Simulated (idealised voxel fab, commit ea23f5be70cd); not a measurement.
The following process module bears the name voxel trench capacitor.
Pictured: cross-section cut, 260 nm wide, on a grid of 5 nm square cells.
Cross-section format: a grid of square cells, given as bands from top to bottom; each band is one or more rows of cells.
Top height, bottom height, nm. Materials left to right, width each, nm. Single material + "edge to edge" = fills band edge to edge. "blank" = empty.
Height datum 0, below which the as-received substrate wafer is one material. Lowest band open at the bottom, running downward: "0 -> down".
The two numbers in a width such as "30..40" mark its ends across the band: the first belongs to the top row of cells, the second to the bottom row, and from each row to the next the width moves by the same amount.
The designation "no change", where it is given for a processing step, indicates that no cell of the cross-section was altered in the course of that step.
Look at "Entrapped void list" for the closed voids: empty spaces with no open path to the top, sized 8 cells or up. Each is width x height at distance, distance from the left edge, all nm.
Whatever follows a step's settings on its line is a remark the simulator itself makes about that step.
You can add "overlay nm" to a step's line. For a step with a mask, it describes how far the mask lay to the right of its planned position, and a negative number describes a lay to the left.
### Steps planned for the process
1,RECEIVE with material Si
2,CONFORMAL_DEP with material SiN, thk nm 5
3,MASKED_ETCH with tone open, mask id TRENCH, width nm 30, pitch nm 45, etch materials SiN, depth nm 5, overlay nm 0
4,MASKED_ETCH with tone open, mask id TRENCH, width nm 30, pitch nm 45, etch materials Si, depth nm 40, overlay nm 0
5,CONFORMAL_DEP with material Al2O3, thk nm 5
6,CONFORMAL_DEP with material TiN, thk nm 5
7,FILL_DEP with material W, thk nm 5
8,CMP with height nm 5
### First of two wafers - as planned
### Cross-section of the wafer as it came to us, i.e., already through step 1
    0 -> down | Si edge to edge
    Entrapped void list: none
### After step 2: wafer cross-section
    5 -> 0 | SiN edge to edge
    No changes below 0.
### After step 3: wafer cross-section
    5 -> 0 | 70 nm SiN; 30 nm blank; 15 nm SiN; 30 nm blank; 15 nm SiN; 30 nm blank; 70 nm SiN
    No changes below 0.
### After step 4: wafer cross-section
    5 -> 0 | 70 nm SiN; 30 nm blank; 15 nm SiN; 30 nm blank; 15 nm SiN; 30 nm blank; 70 nm SiN
    0 -> -40 | 70 nm Si; 30 nm blank; 15 nm Si; 30 nm blank; 15 nm Si; 30 nm blank; 70 nm Si
    No changes below -40.
### After step 5: wafer cross-section
    10 -> 5 | 75 nm Al2O3; 20 nm blank; 25 nm Al2O3; 20 nm blank; 25 nm Al2O3; 20 nm blank; 75 nm Al2O3
    5 -> 0 | 70 nm SiN; 5 nm Al2O3; 20 nm blank; 5 nm Al2O3; 15 nm SiN; 5 nm Al2O3; 20 nm blank; 5 nm Al2O3; 15 nm SiN; 5 nm Al2O3; 20 nm blank; 5 nm Al2O3; 70 nm SiN
    0 -> -35 | 70 nm Si; 5 nm Al2O3; 20 nm blank; 5 nm Al2O3; 15 nm Si; 5 nm Al2O3; 20 nm blank; 5 nm Al2O3; 15 nm Si; 5 nm Al2O3; 20 nm blank; 5 nm Al2O3; 70 nm Si
    -35 -> -40 | 70 nm Si; 30 nm Al2O3; 15 nm Si; 30 nm Al2O3; 15 nm Si; 30 nm Al2O3; 70 nm Si
    No changes below -40.
### After step 6: wafer cross-section
    15 -> 10 | 80 nm TiN; 10 nm blank; 35 nm TiN; 10 nm blank; 35 nm TiN; 10 nm blank; 80 nm TiN
    10 -> 5 | 75 nm Al2O3; 5 nm TiN; 10 nm blank; 5 nm TiN; 25 nm Al2O3; 5 nm TiN; 10 nm blank; 5 nm TiN; 25 nm Al2O3; 5 nm TiN; 10 nm blank; 5 nm TiN; 75 nm Al2O3
    5 -> 0 | 70 nm SiN; 5 nm Al2O3; 5 nm TiN; 10 nm blank; 5 nm TiN; 5 nm Al2O3; 15 nm SiN; 5 nm Al2O3; 5 nm TiN; 10 nm blank; 5 nm TiN; 5 nm Al2O3; 15 nm SiN; 5 nm Al2O3; 5 nm TiN; 10 nm blank; 5 nm TiN; 5 nm Al2O3; 70 nm SiN
    0 -> -30 | 70 nm Si; 5 nm Al2O3; 5 nm TiN; 10 nm blank; 5 nm TiN; 5 nm Al2O3; 15 nm Si; 5 nm Al2O3; 5 nm TiN; 10 nm blank; 5 nm TiN; 5 nm Al2O3; 15 nm Si; 5 nm Al2O3; 5 nm TiN; 10 nm blank; 5 nm TiN; 5 nm Al2O3; 70 nm Si
    -30 -> -35 | 70 nm Si; 5 nm Al2O3; 20 nm TiN; 5 nm Al2O3; 15 nm Si; 5 nm Al2O3; 20 nm TiN; 5 nm Al2O3; 15 nm Si; 5 nm Al2O3; 20 nm TiN; 5 nm Al2O3; 70 nm Si
    No changes below -35.
### After step 7: wafer cross-section
    20 -> 15 | W edge to edge
    15 -> 10 | 80 nm TiN; 10 nm W; 35 nm TiN; 10 nm W; 35 nm TiN; 10 nm W; 80 nm TiN
    10 -> 5 | 75 nm Al2O3; 5 nm TiN; 10 nm W; 5 nm TiN; 25 nm Al2O3; 5 nm TiN; 10 nm W; 5 nm TiN; 25 nm Al2O3; 5 nm TiN; 10 nm W; 5 nm TiN; 75 nm Al2O3
    5 -> 0 | 70 nm SiN; 5 nm Al2O3; 5 nm TiN; 10 nm W; 5 nm TiN; 5 nm Al2O3; 15 nm SiN; 5 nm Al2O3; 5 nm TiN; 10 nm W; 5 nm TiN; 5 nm Al2O3; 15 nm SiN; 5 nm Al2O3; 5 nm TiN; 10 nm W; 5 nm TiN; 5 nm Al2O3; 70 nm SiN
    0 -> -30 | 70 nm Si; 5 nm Al2O3; 5 nm TiN; 10 nm W; 5 nm TiN; 5 nm Al2O3; 15 nm Si; 5 nm Al2O3; 5 nm TiN; 10 nm W; 5 nm TiN; 5 nm Al2O3; 15 nm Si; 5 nm Al2O3; 5 nm TiN; 10 nm W; 5 nm TiN; 5 nm Al2O3; 70 nm Si
    No changes below -30.
### After step 8: wafer cross-section
    5 -> 0 | 70 nm SiN; 5 nm Al2O3; 5 nm TiN; 10 nm W; 5 nm TiN; 5 nm Al2O3; 15 nm SiN; 5 nm Al2O3; 5 nm TiN; 10 nm W; 5 nm TiN; 5 nm Al2O3; 15 nm SiN; 5 nm Al2O3; 5 nm TiN; 10 nm W; 5 nm TiN; 5 nm Al2O3; 70 nm SiN
    No changes below 0.
### Here the second wafer is described. Its start and its plan were those of the first wafer. Its run contained one mistake. Up to and including step 6, it did exactly what the first wafer did
### Second wafer cross-section, taken as of the time the plan sets for step 7 to be done
    20 -> 15 | SiN edge to edge
    15 -> 10 | 80 nm TiN; 10 nm SiN; 35 nm TiN; 10 nm SiN; 35 nm TiN; 10 nm SiN; 80 nm TiN
    10 -> 5 | 75 nm Al2O3; 5 nm TiN; 10 nm SiN; 5 nm TiN; 25 nm Al2O3; 5 nm TiN; 10 nm SiN; 5 nm TiN; 25 nm Al2O3; 5 nm TiN; 10 nm SiN; 5 nm TiN; 75 nm Al2O3
    5 -> 0 | 70 nm SiN; 5 nm Al2O3; 5 nm TiN; 10 nm SiN; 5 nm TiN; 5 nm Al2O3; 15 nm SiN; 5 nm Al2O3; 5 nm TiN; 10 nm SiN; 5 nm TiN; 5 nm Al2O3; 15 nm SiN; 5 nm Al2O3; 5 nm TiN; 10 nm SiN; 5 nm TiN; 5 nm Al2O3; 70 nm SiN
    0 -> -30 | 70 nm Si; 5 nm Al2O3; 5 nm TiN; 10 nm SiN; 5 nm TiN; 5 nm Al2O3; 15 nm Si; 5 nm Al2O3; 5 nm TiN; 10 nm SiN; 5 nm TiN; 5 nm Al2O3; 15 nm Si; 5 nm Al2O3; 5 nm TiN; 10 nm SiN; 5 nm TiN; 5 nm Al2O3; 70 nm Si
    No changes below -30.
### Second wafer cross-section, taken as of the time the plan sets for step 8 to be done
    5 -> 0 | 70 nm SiN; 5 nm Al2O3; 5 nm TiN; 10 nm SiN; 5 nm TiN; 5 nm Al2O3; 15 nm SiN; 5 nm Al2O3; 5 nm TiN; 10 nm SiN; 5 nm TiN; 5 nm Al2O3; 15 nm SiN; 5 nm Al2O3; 5 nm TiN; 10 nm SiN; 5 nm TiN; 5 nm Al2O3; 70 nm SiN
    No changes below 0.
Heads up, the wafer didn't run the way we planned it: step 7 was not run as planned; what actually ran was FILL_DEP with material SiN, thk nm 5
In the final state, the cell counts of the second wafer exceed or fall short of those of the first for the following materials: SiN: 42 more, W: 42 fewer
